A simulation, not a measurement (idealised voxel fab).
The process module presented herein is designated voxel quadruple lines.
This is section cut - it's 260 nm across, gridded in 5 nm square cells.
In what follows, cross-sections appear as grids of square cells, described through bands that run from the top down, where every band is one or more rows of cells. The entry gives the band's vertical extent as a top height and a bottom height in nm, then its horizontal make-up as materials from left to right, each with a width in nm. "air" stands for empty space; a single material marked "throughout" fills the band edge to edge. Height reference: 0 = level under which incoming wafer is all one material. Lowest band: no bottom, runs on downward, e.g. "0 down". Width: "30 to 40" (first number = top row, second number = bottom row, same change from row to row of cells). Reading "no modifications" for a step: not a cell of the cross-section changed in it. The entry titled "Closed internal cavities" provides the empty spaces that have no open way to the top, restricted to those of 8 cells or more. Each is presented as width x height at distance, the distance being measured from the left edge, with all three in nm. What comes after the settings on a step's line is commentary from the simulator itself on that step. overlay nm: right-of-plan distance of the mask on a masked step; negative values mean left-of-plan.
[Planned process steps]
1: op RECEIVE | material Si
2: op CONFORMAL_DEP | material SiO2 | thk nm 10
3: op DIRECTIONAL_DEP | material Ru | thk nm 10
4: op DIRECTIONAL_DEP | material polySi | thk nm 20
5: op DIRECTIONAL_DEP | material aC | thk nm 20
6: op PATTERN | tone cover | mask id MANDREL | material resist | width nm 35 | pitch nm 100 | thk nm 30 | overlay nm 0
7: op DIRECTIONAL_ETCH | etch materials aC | depth nm 20
8: op STRIP | etch materials resist
9: op CONFORMAL_DEP | material SiO2 | thk nm 15
10: op DIRECTIONAL_ETCH | etch materials SiO2 | depth nm 15
11: op STRIP | etch materials aC
12: op DIRECTIONAL_ETCH | etch materials polySi | depth nm 20
13: op STRIP | etch materials SiO2
14: op CONFORMAL_DEP | material SiCN | thk nm 10
15: op DIRECTIONAL_ETCH | etch materials SiCN | depth nm 10
16: op STRIP | etch materials polySi
17: op DIRECTIONAL_ETCH | etch materials Ru | depth nm 10
18: op STRIP | etch materials SiCN
19: op FILL_DEP | material lowk | thk nm 5
20: op CMP | height nm 20
[Cross-section, incoming material, after step 1]
* 0 down: Si throughout
* Closed internal cavities: none
[Looking at the first of two wafers in cross-section at end of module - ran to plan]
* 20 to 10: lowk=35 / Ru=10 / lowk=15 / Ru=10 / lowk=15 / Ru=10 / lowk=15 / Ru=10 / lowk=15 / Ru=10 / lowk=15 / Ru=10 / lowk=15 / Ru=10 / lowk=15 / Ru=10 / lowk=40
* 10 to 0: SiO2 throughout
* 0 down: Si throughout
* Closed internal cavities: none
[Cross-section at end of module for the second wafer of two, which matched the first in starting point and plan and differed by one mistake in its processing]
* 20 to 10: polySi=35 / Ru=10 / polySi=15 / Ru=10 / polySi=15 / Ru=10 / polySi=15 / Ru=10 / polySi=15 / Ru=10 / polySi=15 / Ru=10 / polySi=15 / Ru=10 / polySi=15 / Ru=10 / polySi=40
* 10 to 0: SiO2 throughout
* 0 down: Si throughout
* Closed internal cavities: none
Against the plan, the run slipped here: step 19 was processed under conditions differing from the plan, specifically as op FILL_DEP | material polySi | thk nm 5
The second wafer ends with more or fewer cells of some materials than the first, per final count: 72 fewer of lowk | 72 more of polySi
